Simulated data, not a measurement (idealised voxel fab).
Presented below is a process module, voxel transistor to metal.
FYI the section here is cut, 270 nm wide, cells are 5 nm squares.
Think of the cross-section as a grid of square cells. We describe it in bands, top to bottom, and each band covers one or more rows of those cells.
Heights first: top, then bottom, in nm. Then materials, left to right, each with a width in nm. "everywhere" on a single material: fills the band edge to edge. "blank": empty space.
Height datum 0, below which the as-received substrate wafer is one material. Lowest band open at the bottom, running downward: "top 0, no bottom".
A two-number width, for instance "30 to 40", indicates that the width is equal to the first number in the top row of the band and to the second number in the bottom row, and that it changes by a constant amount per row of cells.
Basically "no modification" means that step didn't change any cell in the cross-section.
If an empty space has no open way to the top and is at least 8 cells in size, "Enclosed void inventory" lists it, written width x height at distance, where distance is measured from the left edge and every value is in nm.
after a step's settings: what the simulator itself notes on the step
For masked steps, "overlay nm" on the step line gives how far right of plan the mask actually lay; a minus sign means it lay to the left.

Process steps - plan
step 1: RECEIVE, material Si
step 2: OXIDIZE, depth nm 5
step 3: CONFORMAL_DEP, material SiN, thk nm 10
step 4: MASKED_ETCH, tone cover, mask id ACTIVE, width nm 110, pitch nm 130, etch materials SiN, depth nm 10, overlay nm 0
step 5: MASKED_ETCH, tone cover, mask id ACTIVE, width nm 110, pitch nm 130, etch materials SiO2, depth nm 5, overlay nm 0
step 6: MASKED_ETCH, tone cover, mask id ACTIVE, width nm 110, pitch nm 130, etch materials Si, depth nm 20, overlay nm 0
step 7: FILL_DEP, material SiO2, thk nm 5
step 8: CMP, height nm 10
step 9: SELECTIVE_ETCH, etch materials SiO2, depth nm 5
step 10: STRIP, etch materials SiN
step 11: SELECTIVE_ETCH, etch materials SiO2, depth nm 5
step 12: OXIDIZE, depth nm 5
step 13: DIRECTIONAL_DEP, material polySi, thk nm 25
step 14: DIRECTIONAL_DEP, material SiCN, thk nm 10
step 15: PATTERN, tone cover, mask id GATE, material resist, width nm 20, pitch nm 130, thk nm 20, overlay nm 0
step 16: DIRECTIONAL_ETCH, etch materials SiCN, depth nm 20
step 17: DIRECTIONAL_ETCH, etch materials polySi, depth nm 35
step 18: STRIP, etch materials resist
step 19: CONFORMAL_DEP, material SiN, thk nm 5
step 20: DIRECTIONAL_ETCH, etch materials SiN, depth nm 5
step 21: DIRECTIONAL_ETCH, etch materials SiO2, depth nm 5
step 22: EPI, material SiGe, thk nm 5
step 23: FILL_DEP, material SiO2, thk nm 10
step 24: CMP, height nm 30
step 25: DIRECTIONAL_DEP, material SiO2, thk nm 10
step 26: PATTERN, tone open, mask id CONTACT, material resist, width nm 30, thk nm 20, overlay nm 0
step 27: DIRECTIONAL_ETCH, etch materials SiO2, depth nm 45
step 28: STRIP, etch materials resist
step 29: CONFORMAL_DEP, material TiN, thk nm 5
step 30: FILL_DEP, material Ru, thk nm 10
step 31: CMP, height nm 40
step 32: DIRECTIONAL_DEP, material TiN, thk nm 5
step 33: DIRECTIONAL_DEP, material W, thk nm 15
step 34: PATTERN, tone cover, mask id METAL_1, material resist, width nm 20, thk nm 15, overlay nm 0
step 35: DIRECTIONAL_ETCH, etch materials W, depth nm 15
step 36: DIRECTIONAL_ETCH, etch materials TiN, depth nm 5
step 37: STRIP, etch materials resist
step 38: CONFORMAL_DEP, material SiN, thk nm 5
step 39: FILL_DEP, material SiO2, thk nm 5
step 40: CMP, height nm 60
step 41: CONFORMAL_DEP, material SiN, thk nm 5

First wafer, two in total, run as planned

Incoming wafer, cross-sectional view, post step 1
- top 0, no bottom  Si everywhere
- Enclosed void inventory: none

Sectional view: wafer, after step 2
- top 0, bottom -5  SiO2 everywhere
- Everything under -5 stays put, no change at all.

Sectional view: wafer, after step 3
- top 10, bottom 0  SiN everywhere
- Everything under 0 stays put, no change at all.

Sectional view: wafer, after step 4
- top 10, bottom 0  blank 15  SiN 110  blank 20  SiN 110  blank 15
- Everything under 0 stays put, no change at all.

Sectional view: wafer, after step 5
- top 10, bottom 0  blank 15  SiN 110  blank 20  SiN 110  blank 15
- top 0, bottom -5  blank 15  SiO2 110  blank 20  SiO2 110  blank 15
- Everything under -5 stays put, no change at all.

Sectional view: wafer, after step 6
- top 10, bottom 0  blank 15  SiN 110  blank 20  SiN 110  blank 15
- top 0, bottom -5  blank 15  SiO2 110  blank 20  SiO2 110  blank 15
- top -5, bottom -25  blank 15  Si 110  blank 20  Si 110  blank 15
- Everything under -25 stays put, no change at all.

Sectional view: wafer, after step 7
- top 15, bottom 10  SiO2 everywhere
- top 10, bottom 0  SiO2 15  SiN 110  SiO2 20  SiN 110  SiO2 15
- top 0, bottom -5  SiO2 everywhere
- top -5, bottom -25  SiO2 15  Si 110  SiO2 20  Si 110  SiO2 15
- Everything under -25 stays put, no change at all.

Sectional view: wafer, after step 8
- top 10, bottom 0  SiO2 15  SiN 110  SiO2 20  SiN 110  SiO2 15
- Everything under 0 stays put, no change at all.

Sectional view: wafer, after step 9
- top 10, bottom 5  blank 15  SiN 110  blank 20  SiN 110  blank 15
- Everything under 5 stays put, no change at all.

Sectional view: wafer, after step 10
- top 5, bottom 0  SiO2 15  blank 110  SiO2 20  blank 110  SiO2 15
- Everything under 0 stays put, no change at all.

Sectional view: wafer, after step 11
- top 0, bottom -5  SiO2 10  blank 120  SiO2 10  blank 120  SiO2 10
- Everything under -5 stays put, no change at all.

Sectional view: wafer, after step 12
- top 0, bottom -5  SiO2 10  blank 120  SiO2 10  blank 120  SiO2 10
- top -5, bottom -10  SiO2 everywhere
- Everything under -10 stays put, no change at all.

Sectional view: wafer, after step 13
- top 25, bottom 20  polySi 10  blank 120  polySi 10  blank 120  polySi 10
- top 20, bottom 0  polySi everywhere
- top 0, bottom -5  SiO2 10  polySi 120  SiO2 10  polySi 120  SiO2 10
- Everything under -5 stays put, no change at all.

Sectional view: wafer, after step 14
- top 35, bottom 30  SiCN 10  blank 120  SiCN 10  blank 120  SiCN 10
- top 30, bottom 25  SiCN everywhere
- top 25, bottom 20  polySi 10  SiCN 120  polySi 10  SiCN 120  polySi 10
- Everything under 20 stays put, no change at all.

Sectional view: wafer, after step 15
- top 55, bottom 35  blank 60  resist 20  blank 110  resist 20  blank 60
- top 35, bottom 30  SiCN 10  blank 50  resist 20  blank 50  SiCN 10  blank 50  resist 20  blank 50  SiCN 10
- Everything under 30 stays put, no change at all.

Sectional view: wafer, after step 16
- top 55, bottom 30  blank 60  resist 20  blank 110  resist 20  blank 60
- top 30, bottom 25  blank 60  SiCN 20  blank 110  SiCN 20  blank 60
- top 25, bottom 20  polySi 10  blank 50  SiCN 20  blank 50  polySi 10  blank 50  SiCN 20  blank 50  polySi 10
- Everything under 20 stays put, no change at all.

Sectional view: wafer, after step 17
- top 55, bottom 30  blank 60  resist 20  blank 110  resist 20  blank 60
- top 30, bottom 20  blank 60  SiCN 20  blank 110  SiCN 20  blank 60
- top 20, bottom 0  blank 60  polySi 20  blank 110  polySi 20  blank 60
- top 0, bottom -5  SiO2 10  blank 50  polySi 20  blank 50  SiO2 10  blank 50  polySi 20  blank 50  SiO2 10
- Everything under -5 stays put, no change at all.

Sectional view: wafer, after step 18
- top 30, bottom 20  blank 60  SiCN 20  blank 110  SiCN 20  blank 60
- Everything under 20 stays put, no change at all.

Sectional view: wafer, after step 19
- top 35, bottom 30  blank 55  SiN 30  blank 100  SiN 30  blank 55
- top 30, bottom 20  blank 55  SiN 5  SiCN 20  SiN 5  blank 100  SiN 5  SiCN 20  SiN 5  blank 55
- top 20, bottom 5  blank 55  SiN 5  polySi 20  SiN 5  blank 100  SiN 5  polySi 20  SiN 5  blank 55
- top 5, bottom 0  SiN 15  blank 40  SiN 5  polySi 20  SiN 5  blank 40  SiN 20  blank 40  SiN 5  polySi 20  SiN 5  blank 40  SiN 15
- top 0, bottom -5  SiO2 10  SiN 50  polySi 20  SiN 50  SiO2 10  SiN 50  polySi 20  SiN 50  SiO2 10
- Everything under -5 stays put, no change at all.

Sectional view: wafer, after step 20
- top 30, bottom 20  blank 55  SiN 5  SiCN 20  SiN 5  blank 100  SiN 5  SiCN 20  SiN 5  blank 55
- top 20, bottom 0  blank 55  SiN 5  polySi 20  SiN 5  blank 100  SiN 5  polySi 20  SiN 5  blank 55
- top 0, bottom -5  SiO2 10  SiN 5  blank 40  SiN 5  polySi 20  SiN 5  blank 40  SiN 5  SiO2 10  SiN 5  blank 40  SiN 5  polySi 20  SiN 5  blank 40  SiN 5  SiO2 10
- Everything under -5 stays put, no change at all.

Sectional view: wafer, after step 21
- top 30, bottom 20  blank 55  SiN 5  SiCN 20  SiN 5  blank 100  SiN 5  SiCN 20  SiN 5  blank 55
- top 20, bottom 0  blank 55  SiN 5  polySi 20  SiN 5  blank 100  SiN 5  polySi 20  SiN 5  blank 55
- top 0, bottom -5  blank 10  SiN 5  blank 40  SiN 5  polySi 20  SiN 5  blank 40  SiN 5  blank 10  SiN 5  blank 40  SiN 5  polySi 20  SiN 5  blank 40  SiN 5  blank 10
- top -5, bottom -10  SiO2 15  blank 40  SiO2 30  blank 40  SiO2 20  blank 40  SiO2 30  blank 40  SiO2 15
- Everything under -10 stays put, no change at all.

Sectional view: wafer, after step 22
- top 30, bottom 20  blank 55  SiN 5  SiCN 20  SiN 5  blank 100  SiN 5  SiCN 20  SiN 5  blank 55
- top 20, bottom 0  blank 55  SiN 5  polySi 20  SiN 5  blank 100  SiN 5  polySi 20  SiN 5  blank 55
- top 0, bottom -5  blank 10  SiN 5  blank 40  SiN 5  polySi 20  SiN 5  blank 40  SiN 5  blank 10  SiN 5  blank 40  SiN 5  polySi 20  SiN 5  blank 40  SiN 5  blank 10
- top -5, bottom -10  SiO2 15  SiGe 40  SiO2 30  SiGe 40  SiO2 20  SiGe 40  SiO2 30  SiGe 40  SiO2 15
- Everything under -10 stays put, no change at all.

Sectional view: wafer, after step 23
- top 40, bottom 30  SiO2 everywhere
- top 30, bottom 20  SiO2 55  SiN 5  SiCN 20  SiN 5  SiO2 100  SiN 5  SiCN 20  SiN 5  SiO2 55
- top 20, bottom 0  SiO2 55  SiN 5  polySi 20  SiN 5  SiO2 100  SiN 5  polySi 20  SiN 5  SiO2 55
- top 0, bottom -5  SiO2 10  SiN 5  SiO2 40  SiN 5  polySi 20  SiN 5  SiO2 40  SiN 5  SiO2 10  SiN 5  SiO2 40  SiN 5  polySi 20  SiN 5  SiO2 40  SiN 5  SiO2 10
- Everything under -5 stays put, no change at all.

Sectional view: wafer, after step 24
- top 30, bottom 20  SiO2 55  SiN 5  SiCN 20  SiN 5  SiO2 100  SiN 5  SiCN 20  SiN 5  SiO2 55
- Everything under 20 stays put, no change at all.

Sectional view: wafer, after step 25
- top 40, bottom 30  SiO2 everywhere
- Everything under 30 stays put, no change at all.

Sectional view: wafer, after step 26
- top 60, bottom 40  resist 25  blank 30  resist 30  blank 30  resist 40  blank 30  resist 30  blank 30  resist 25
- Everything under 40 stays put, no change at all.

Sectional view: wafer, after step 27
- top 60, bottom 40  resist 25  blank 30  resist 30  blank 30  resist 40  blank 30  resist 30  blank 30  resist 25
- top 40, bottom 30  SiO2 25  blank 30  SiO2 30  blank 30  SiO2 40  blank 30  SiO2 30  blank 30  SiO2 25
- top 30, bottom 20  SiO2 25  blank 30  SiN 5  SiCN 20  SiN 5  blank 30  SiO2 40  blank 30  SiN 5  SiCN 20  SiN 5  blank 30  SiO2 25
- top 20, bottom 0  SiO2 25  blank 30  SiN 5  polySi 20  SiN 5  blank 30  SiO2 40  blank 30  SiN 5  polySi 20  SiN 5  blank 30  SiO2 25
- top 0, bottom -5  SiO2 10  SiN 5  SiO2 10  blank 30  SiN 5  polySi 20  SiN 5  blank 30  SiO2 10  SiN 5  SiO2 10  SiN 5  SiO2 10  blank 30  SiN 5  polySi 20  SiN 5  blank 30  SiO2 10  SiN 5  SiO2 10
- Everything under -5 stays put, no change at all.

Sectional view: wafer, after step 28
- top 40, bottom 30  SiO2 25  blank 30  SiO2 30  blank 30  SiO2 40  blank 30  SiO2 30  blank 30  SiO2 25
- Everything under 30 stays put, no change at all.

Sectional view: wafer, after step 29
- top 45, bottom 40  TiN 30  blank 20  TiN 40  blank 20  TiN 50  blank 20  TiN 40  blank 20  TiN 30
- top 40, bottom 30  SiO2 25  TiN 5  blank 20  TiN 5  SiO2 30  TiN 5  blank 20  TiN 5  SiO2 40  TiN 5  blank 20  TiN 5  SiO2 30  TiN 5  blank 20  TiN 5  SiO2 25
- top 30, bottom 20  SiO2 25  TiN 5  blank 20  TiN 5  SiN 5  SiCN 20  SiN 5  TiN 5  blank 20  TiN 5  SiO2 40  TiN 5  blank 20  TiN 5  SiN 5  SiCN 20  SiN 5  TiN 5  blank 20  TiN 5  SiO2 25
- top 20, bottom 0  SiO2 25  TiN 5  blank 20  TiN 5  SiN 5  polySi 20  SiN 5  TiN 5  blank 20  TiN 5  SiO2 40  TiN 5  blank 20  TiN 5  SiN 5  polySi 20  SiN 5  TiN 5  blank 20  TiN 5  SiO2 25
- top 0, bottom -5  SiO2 10  SiN 5  SiO2 10  TiN 30  SiN 5  polySi 20  SiN 5  TiN 30  SiO2 10  SiN 5  SiO2 10  SiN 5  SiO2 10  TiN 30  SiN 5  polySi 20  SiN 5  TiN 30  SiO2 10  SiN 5  SiO2 10
- Everything under -5 stays put, no change at all.

Sectional view: wafer, after step 30
- top 55, bottom 45  Ru everywhere
- top 45, bottom 40  TiN 30  Ru 20  TiN 40  Ru 20  TiN 50  Ru 20  TiN 40  Ru 20  TiN 30
- top 40, bottom 30  SiO2 25  TiN 5  Ru 20  TiN 5  SiO2 30  TiN 5  Ru 20  TiN 5  SiO2 40  TiN 5  Ru 20  TiN 5  SiO2 30  TiN 5  Ru 20  TiN 5  SiO2 25
- top 30, bottom 20  SiO2 25  TiN 5  Ru 20  TiN 5  SiN 5  SiCN 20  SiN 5  TiN 5  Ru 20  TiN 5  SiO2 40  TiN 5  Ru 20  TiN 5  SiN 5  SiCN 20  SiN 5  TiN 5  Ru 20  TiN 5  SiO2 25
- top 20, bottom 0  SiO2 25  TiN 5  Ru 20  TiN 5  SiN 5  polySi 20  SiN 5  TiN 5  Ru 20  TiN 5  SiO2 40  TiN 5  Ru 20  TiN 5  SiN 5  polySi 20  SiN 5  TiN 5  Ru 20  TiN 5  SiO2 25
- Everything under 0 stays put, no change at all.

Sectional view: wafer, after step 31
- top 40, bottom 30  SiO2 25  TiN 5  Ru 20  TiN 5  SiO2 30  TiN 5  Ru 20  TiN 5  SiO2 40  TiN 5  Ru 20  TiN 5  SiO2 30  TiN 5  Ru 20  TiN 5  SiO2 25
- Everything under 30 stays put, no change at all.

Sectional view: wafer, after step 32
- top 45, bottom 40  TiN everywhere
- Everything under 40 stays put, no change at all.

Sectional view: wafer, after step 33
- top 60, bottom 45  W everywhere
- Everything under 45 stays put, no change at all.

Sectional view: wafer, after step 34
- top 75, bottom 60  blank 25  resist 20  blank 50  resist 20  blank 40  resist 20  blank 50  resist 20  blank 25
- Everything under 60 stays put, no change at all.

Sectional view: wafer, after step 35
- top 75, bottom 60  blank 25  resist 20  blank 50  resist 20  blank 40  resist 20  blank 50  resist 20  blank 25
- top 60, bottom 45  blank 25  W 20  blank 50  W 20  blank 40  W 20  blank 50  W 20  blank 25
- Everything under 45 stays put, no change at all.

Sectional view: wafer, after step 36
- top 75, bottom 60  blank 25  resist 20  blank 50  resist 20  blank 40  resist 20  blank 50  resist 20  blank 25
- top 60, bottom 45  blank 25  W 20  blank 50  W 20  blank 40  W 20  blank 50  W 20  blank 25
- top 45, bottom 40  blank 25  TiN 20  blank 50  TiN 20  blank 40  TiN 20  blank 50  TiN 20  blank 25
- Everything under 40 stays put, no change at all.

Sectional view: wafer, after step 37
- top 60, bottom 45  blank 25  W 20  blank 50  W 20  blank 40  W 20  blank 50  W 20  blank 25
- Everything under 45 stays put, no change at all.

Sectional view: wafer, after step 38
- top 65, bottom 60  blank 20  SiN 30  blank 40  SiN 30  blank 30  SiN 30  blank 40  SiN 30  blank 20
- top 60, bottom 45  blank 20  SiN 5  W 20  SiN 5  blank 40  SiN 5  W 20  SiN 5  blank 30  SiN 5  W 20  SiN 5  blank 40  SiN 5  W 20  SiN 5  blank 20
- top 45, bottom 40  SiN 25  TiN 20  SiN 50  TiN 20  SiN 40  TiN 20  SiN 50  TiN 20  SiN 25
- Everything under 40 stays put, no change at all.

Sectional view: wafer, after step 39
- top 70, bottom 65  SiO2 everywhere
- top 65, bottom 60  SiO2 20  SiN 30  SiO2 40  SiN 30  SiO2 30  SiN 30  SiO2 40  SiN 30  SiO2 20
- top 60, bottom 45  SiO2 20  SiN 5  W 20  SiN 5  SiO2 40  SiN 5  W 20  SiN 5  SiO2 30  SiN 5  W 20  SiN 5  SiO2 40  SiN 5  W 20  SiN 5  SiO2 20
- Everything under 45 stays put, no change at all.

Sectional view: wafer, after step 40
- top 60, bottom 45  SiO2 20  SiN 5  W 20  SiN 5  SiO2 40  SiN 5  W 20  SiN 5  SiO2 30  SiN 5  W 20  SiN 5  SiO2 40  SiN 5  W 20  SiN 5  SiO2 20
- Everything under 45 stays put, no change at all.

Sectional view: wafer, after step 41
- top 65, bottom 60  SiN everywhere
- Everything under 60 stays put, no change at all.

Wafer two: like wafer one in start and plan, but with one mistake in execution; identical up to and including step 30

Second wafer at the planned finish of step 31, seen in cross-section: no modification

Second wafer at the planned finish of step 32, seen in cross-section
- top 60, bottom 55  TiN everywhere
- Everything under 55 stays put, no change at all.

Second wafer at the planned finish of step 33, seen in cross-section
- top 75, bottom 60  W everywhere
- Everything under 60 stays put, no change at all.

Second wafer at the planned finish of step 34, seen in cross-section
- top 90, bottom 75  blank 25  resist 20  blank 50  resist 20  blank 40  resist 20  blank 50  resist 20  blank 25
- Everything under 75 stays put, no change at all.

Second wafer at the planned finish of step 35, seen in cross-section
- top 90, bottom 75  blank 25  resist 20  blank 50  resist 20  blank 40  resist 20  blank 50  resist 20  blank 25
- top 75, bottom 60  blank 25  W 20  blank 50  W 20  blank 40  W 20  blank 50  W 20  blank 25
- Everything under 60 stays put, no change at all.

Second wafer at the planned finish of step 36, seen in cross-section
- top 90, bottom 75  blank 25  resist 20  blank 50  resist 20  blank 40  resist 20  blank 50  resist 20  blank 25
- top 75, bottom 60  blank 25  W 20  blank 50  W 20  blank 40  W 20  blank 50  W 20  blank 25
- top 60, bottom 55  blank 25  TiN 20  blank 50  TiN 20  blank 40  TiN 20  blank 50  TiN 20  blank 25
- Everything under 55 stays put, no change at all.

Second wafer at the planned finish of step 37, seen in cross-section
- top 75, bottom 60  blank 25  W 20  blank 50  W 20  blank 40  W 20  blank 50  W 20  blank 25
- Everything under 60 stays put, no change at all.

Second wafer at the planned finish of step 38, seen in cross-section
- top 80, bottom 75  blank 20  SiN 30  blank 40  SiN 30  blank 30  SiN 30  blank 40  SiN 30  blank 20
- top 75, bottom 60  blank 20  SiN 5  W 20  SiN 5  blank 40  SiN 5  W 20  SiN 5  blank 30  SiN 5  W 20  SiN 5  blank 40  SiN 5  W 20  SiN 5  blank 20
- top 60, bottom 55  SiN 25  TiN 20  SiN 50  TiN 20  SiN 40  TiN 20  SiN 50  TiN 20  SiN 25
- Everything under 55 stays put, no change at all.

Second wafer at the planned finish of step 39, seen in cross-section
- top 85, bottom 80  SiO2 everywhere
- top 80, bottom 75  SiO2 20  SiN 30  SiO2 40  SiN 30  SiO2 30  SiN 30  SiO2 40  SiN 30  SiO2 20
- top 75, bottom 60  SiO2 20  SiN 5  W 20  SiN 5  SiO2 40  SiN 5  W 20  SiN 5  SiO2 30  SiN 5  W 20  SiN 5  SiO2 40  SiN 5  W 20  SiN 5  SiO2 20
- Everything under 60 stays put, no change at all.

Second wafer at the planned finish of step 40, seen in cross-section
- top 60, bottom 55  SiN 25  TiN 20  SiN 50  TiN 20  SiN 40  TiN 20  SiN 50  TiN 20  SiN 25
- Everything under 55 stays put, no change at all.

Second wafer at the planned finish of step 41, seen in cross-section
- top 65, bottom 60  SiN everywhere
- Everything under 60 stays put, no change at all.
What broke from the plan during processing? step 31 of the plan was jumped over and never run
Final tally in cells, some materials are higher or lower on the second wafer than on the first: 124 more of Ru; 24 fewer of SiN; 90 fewer of SiO2; 38 more of TiN; 48 fewer of W
